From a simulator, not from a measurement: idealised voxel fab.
process module | voxel wiring stack
cross-section cut | 175 nm wide | cells 5 nm
A cross-section is a grid of square cells, given in bands from the top down. A band is one or more rows of cells.
Each band's line starts with the height of the band's top and of its bottom, in nm. Then come its materials from left to right, each with its width in nm. One material with "throughout" fills the band from edge to edge. "air" is empty space.
Height 0 is the level under which the wafer as received is all one material. The lowest band goes on downwards, as in "0 down".
A width such as "30 to 40" changes by the same amount from each row of cells to the next, from the band's top row to its bottom row.
"no change" after a step means that no cell of the cross-section changed.
closed voids: empty space of 8 cells or more with no open way to the top, each as width x height at its distance from the left edge, in nm
after a step's settings: what the simulator itself notes on the step
overlay nm, on a step with a mask: how far to the right of its planned place the mask lay; to the left if negative
plan
1 op RECEIVE | material Si
2 op CONFORMAL_DEP | material SiO2 | thk nm 15
3 op DIRECTIONAL_DEP | material TiN | thk nm 5
4 op DIRECTIONAL_DEP | material Ru | thk nm 25
5 op DIRECTIONAL_DEP | material aC | thk nm 15
6 op PATTERN | tone cover | mask id METAL_1 | material resist | width nm 30 | pitch nm 50 | thk nm 30 | overlay nm 0
7 op DIRECTIONAL_ETCH | etch materials aC | depth nm 15
8 op STRIP | etch materials resist
9 op DIRECTIONAL_ETCH | etch materials Ru | depth nm 25
10 op DIRECTIONAL_ETCH | etch materials TiN | depth nm 5
11 op STRIP | etch materials aC
12 op FILL_DEP | material lowk | thk nm 10
13 op CMP | height nm 45
14 op CONFORMAL_DEP | material SiCN | thk nm 5
15 op DIRECTIONAL_DEP | material SiO2 | thk nm 30
16 op MASKED_ETCH | tone open | mask id METAL_2 | width nm 30 | pitch nm 50 | etch materials SiO2 | depth nm 15 | overlay nm 0
17 op PATTERN | tone open | mask id METAL_2_HOLES | material resist | width nm 15 | pitch nm 50 | thk nm 20 | overlay nm 0
18 op DIRECTIONAL_ETCH | etch materials SiO2 | depth nm 15
19 op DIRECTIONAL_ETCH | etch materials SiCN | depth nm 5
20 op STRIP | etch materials resist
21 op CONFORMAL_DEP | material TiN | thk nm 5
22 op FILL_DEP | material Ru | thk nm 10
23 op CMP | height nm 80
24 op CONFORMAL_DEP | material SiCN | thk nm 5
25 op DIRECTIONAL_DEP | material lowk | thk nm 10
26 op PATTERN | tone open | mask id PLUG_2 | material resist | width nm 15 | thk nm 20 | overlay nm 0
27 op DIRECTIONAL_ETCH | etch materials lowk | depth nm 10
28 op DIRECTIONAL_ETCH | etch materials SiCN | depth nm 5
29 op STRIP | etch materials resist
30 op EPI | material Ru | thk nm 10
31 op EPI | material Ru | thk nm 5
32 op DIRECTIONAL_DEP | material TiN | thk nm 5
33 op DIRECTIONAL_DEP | material Ru | thk nm 20
34 op DIRECTIONAL_DEP | material aC | thk nm 10
35 op PATTERN | tone cover | mask id METAL_3 | material resist | width nm 30 | pitch nm 50 | thk nm 30 | overlay nm 0
36 op DIRECTIONAL_ETCH | etch materials aC | depth nm 10
37 op STRIP | etch materials resist
38 op DIRECTIONAL_ETCH | etch materials Ru | depth nm 20
39 op DIRECTIONAL_ETCH | etch materials TiN | depth nm 5
40 op STRIP | etch materials aC
41 op FILL_DEP | material lowk | thk nm 5
42 op CMP | height nm 120
43 op CONFORMAL_DEP | material SiCN | thk nm 5
as received, after step 1
  0 down: Si throughout
  closed voids: none
first wafer at the end, as planned
  125 to 120: SiCN throughout
  120 to 100: lowk 45 | Ru 30 | lowk 20 | Ru 30 | lowk 50
  100 to 95: lowk 45 | TiN 30 | lowk 20 | TiN 30 | lowk 50
  95 to 85: lowk 45 | Ru 15 | lowk 115
  85 to 80: SiCN 45 | Ru 15 | SiCN 115
  80 to 70: SiO2 45 | TiN 5 | Ru 20 | TiN 5 | SiO2 20 | TiN 5 | Ru 20 | TiN 5 | SiO2 50
  70 to 65: SiO2 45 | TiN 5 | Ru 5 | TiN 20 | SiO2 20 | TiN 5 | Ru 5 | TiN 20 | SiO2 50
  65 to 50: SiO2 45 | TiN 5 | Ru 5 | TiN 5 | SiO2 35 | TiN 5 | Ru 5 | TiN 5 | SiO2 65
  50 to 45: SiCN 45 | TiN 15 | SiCN 35 | TiN 15 | SiCN 65
  45 to 20: lowk 45 | Ru 30 | lowk 20 | Ru 30 | lowk 50
  20 to 15: lowk 45 | TiN 30 | lowk 20 | TiN 30 | lowk 50
  15 to 0: SiO2 throughout
  0 down: Si throughout
  closed voids: none
second wafer at the end: like start, like plan, one mistake
  125 to 120: SiCN throughout
  120 to 100: lowk 45 | Ru 30 | lowk 20 | Ru 30 | lowk 50
  100 to 95: lowk 45 | TiN 30 | lowk 20 | TiN 30 | lowk 50
  95 to 85: lowk 45 | Ru 15 | lowk 115
  85 to 80: SiCN 45 | Ru 15 | SiCN 115
  80 to 70: SiO2 45 | TiN 5 | Ru 20 | TiN 5 | SiO2 20 | TiN 5 | Ru 20 | TiN 5 | SiO2 50
  70 to 65: SiO2 45 | TiN 5 | Ru 5 | TiN 20 | SiO2 20 | TiN 5 | Ru 5 | TiN 20 | SiO2 50
  65 to 50: SiO2 45 | TiN 5 | Ru 5 | TiN 5 | SiO2 35 | TiN 5 | Ru 5 | TiN 5 | SiO2 65
  50 to 45: SiCN 45 | TiN 15 | SiCN 35 | TiN 15 | SiCN 65
  45 to 35: lowk 45 | Ru 30 | lowk 20 | Ru 30 | lowk 50
  35 to 30: lowk 45 | TiN 30 | lowk 20 | TiN 30 | lowk 50
  30 to 0: SiO2 throughout
  0 down: Si throughout
  closed voids: none
what went wrong: step 2 was run twice
at the end the second wafer has, in cells: 36 fewer of Ru | 105 more of SiO2 | 69 fewer of lowk
